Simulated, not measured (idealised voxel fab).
Process module, titled voxel quadruple lines
It is cross-section cut that appears here, measuring 145 nm in width, its square cells being 5 nm in size.
Cross-sections here: square-cell grids, written as top-down lists of bands, a band being one or more rows of cells.
Heights first: top, then bottom, in nm. Then materials, left to right, each with a width in nm. "throughout" on a single material: fills the band edge to edge. "air": empty space.
All heights in this document are referenced to 0, defined as the level beneath which the wafer, as received, consists entirely of one material. The lowest band is not bounded below; it extends indefinitely downward and is written in the form "0 nm and below".
The width entry "30 to 40" should be interpreted row by row: the top row of cells in the band takes the first number, the bottom row takes the second number, and the change between adjacent rows is uniform throughout.
Where a step carries "stayed the same", the cross-section came out of it unchanged, cell for cell.
You'll see "Closed voids list" listing empty spaces that have no way open to the top, as long as they're 8 cells or more; the notation is width x height at distance, where the distance is from the left edge, and all of it is in nm.
Formally, on a step line, whatever follows the settings is a remark that the simulator itself makes on the step.
If you see "overlay nm" on a step's line and that step has a mask, it's telling you how far right of where it was planned the mask ended up; a negative number means it went left instead.
[The steps planned for the process are as follows]
1: RECEIVE [material Si]
2: CONFORMAL_DEP [material SiO2] [thk nm 10]
3: DIRECTIONAL_DEP [material W] [thk nm 10]
4: DIRECTIONAL_DEP [material polySi] [thk nm 20]
5: DIRECTIONAL_DEP [material aC] [thk nm 20]
6: PATTERN [tone cover] [mask id MANDREL] [material resist] [width nm 20] [thk nm 25] [overlay nm 0]
7: DIRECTIONAL_ETCH [etch materials aC] [depth nm 20]
8: STRIP [etch materials resist]
9: CONFORMAL_DEP [material SiO2] [thk nm 10]
10: DIRECTIONAL_ETCH [etch materials SiO2] [depth nm 10]
11: STRIP [etch materials aC]
12: DIRECTIONAL_ETCH [etch materials polySi] [depth nm 20]
13: STRIP [etch materials SiO2]
14: CONFORMAL_DEP [material SiCN] [thk nm 5]
15: DIRECTIONAL_ETCH [etch materials SiCN] [depth nm 5]
16: STRIP [etch materials polySi]
17: DIRECTIONAL_ETCH [etch materials W] [depth nm 10]
18: STRIP [etch materials SiCN]
[Here's what the wafer looked like in cross-section when it arrived - that's after step 1]
0 nm and below | Si throughout
Closed voids list: none
[Sectioned view, first of two wafers, at the close of the module, processed as intended in the plan]
20 nm to 10 nm | air 45 nm  W 5 nm  air 10 nm  W 5 nm  air 10 nm  W 5 nm  air 10 nm  W 5 nm  air 50 nm
10 nm to 0 nm | SiO2 throughout
0 nm and below | Si throughout
Closed voids list: none
[Presented here is a cross-section of the second of the two wafers as it stood at the end of the module. It was started in the same manner and assigned the same plan as the first wafer; however, one mistake was made in its execution]
40 nm to 35 nm | air 50 nm  polySi 10 nm  air 20 nm  polySi 10 nm  air 55 nm
35 nm to 20 nm | air 45 nm  W 5 nm  polySi 10 nm  W 5 nm  air 10 nm  W 5 nm  polySi 10 nm  W 5 nm  air 50 nm
20 nm to 15 nm | air 45 nm  W 20 nm  air 10 nm  W 20 nm  air 50 nm
15 nm to 10 nm | W throughout
10 nm to 0 nm | SiO2 throughout
0 nm and below | Si throughout
Closed voids list: none
what went wrong: step 14 was processed under conditions differing from the plan, specifically as CONFORMAL_DEP [material W] [thk nm 5]
Looking at both finished wafers in cells, the second ends up ahead of or behind the first on some materials: W +41, polySi +16
